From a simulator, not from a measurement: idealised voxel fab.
This is a process module. Its name is voxel spacer lines.
The cross-section on display is named cut; it measures 230 nm wide, and its cells are 5 nm squares.
A cross-section in this document is a grid of square cells, and it is written down as bands, the top band listed before the ones below it; a band is made up of one or more rows of cells. Top height, bottom height, nm. Materials left to right, width each, nm. Single material + "everywhere" = fills band edge to edge. "air" = empty. Heads up on the height convention: 0 is the point under which the incoming wafer is all one material, and the lowest band has no bottom, it just keeps going down, like "from 0 down". Width "30->40": first value at the band's top row of cells, second value at its bottom row, equal change from row to row. A step reported as "no change occurred" is a step in which no cell of the cross-section changed. Listed in "Closed cavities": every empty space of 8 or more cells without an open way to the top. Form: width x height at distance, the distance being from the left edge, all in nm. Read whatever lies past the settings on a step's line as the simulator's own remark about the step. "overlay nm" on a masked step: distance the mask lay right of its planned place, negative for left.

-- Listed below are the process steps as planned
- 1: RECEIVE | material Si
- 2: CONFORMAL_DEP | material Al2O3 | thk nm 5
- 3: DIRECTIONAL_DEP | material SiN | thk nm 10
- 4: DIRECTIONAL_DEP | material polySi | thk nm 25
- 5: PATTERN | tone cover | mask id MANDREL | material resist | width nm 15 | pitch nm 60 | thk nm 35 | overlay nm -15
- 6: DIRECTIONAL_ETCH | etch materials polySi | depth nm 25
- 7: STRIP | etch materials resist
- 8: CONFORMAL_DEP | material SiO2 | thk nm 15
- 9: DIRECTIONAL_ETCH | etch materials SiO2 | depth nm 15
- 10: STRIP | etch materials polySi
- 11: DIRECTIONAL_ETCH | etch materials SiN | depth nm 10
- 12: STRIP | etch materials SiO2
Where the wafers of this document differ is in the overlay nm of step 5; they start out the same, and the plan states the value that applied to the first wafer.

-- As received, i.e. after step 1: cross-section through the first of several wafers
	from 0 down = Si everywhere
	Closed cavities: none

-- End of the module, past its last step, step 12: how the first of several wafers looks in cross-section
	from 15 to 5 = air: 15  SiN: 15  air: 15  SiN: 15  air: 15  SiN: 15  air: 15  SiN: 15  air: 15  SiN: 15  air: 15  SiN: 15  air: 50
	from 5 to 0 = Al2O3 everywhere
	from 0 down = Si everywhere
	Closed cavities: none

-- Final wafer cross-section at module end
	from 15 to 5 = air: 45  SiN: 15  air: 15  SiN: 15  air: 15  SiN: 15  air: 15  SiN: 15  air: 15  SiN: 15  air: 15  SiN: 15  air: 20
	from 5 to 0 = Al2O3 everywhere
	from 0 down = Si everywhere
	Closed cavities: none

-- Gained (+) or lost (-) cells of each material since receipt, then closed voids: one row per wafer, at the end of the module
overlay nm -15; +46 Al2O3; +36 SiN; Closed cavities: none
overlay nm -10; +46 Al2O3; +36 SiN; Closed cavities: none
overlay nm -5; +46 Al2O3; +36 SiN; Closed cavities: none
overlay nm 0; +46 Al2O3; +36 SiN; Closed cavities: none
overlay nm 5; +46 Al2O3; +36 SiN; Closed cavities: none
overlay nm 10; +46 Al2O3; +36 SiN; Closed cavities: none
overlay nm 15; +46 Al2O3; +36 SiN; Closed cavities: none
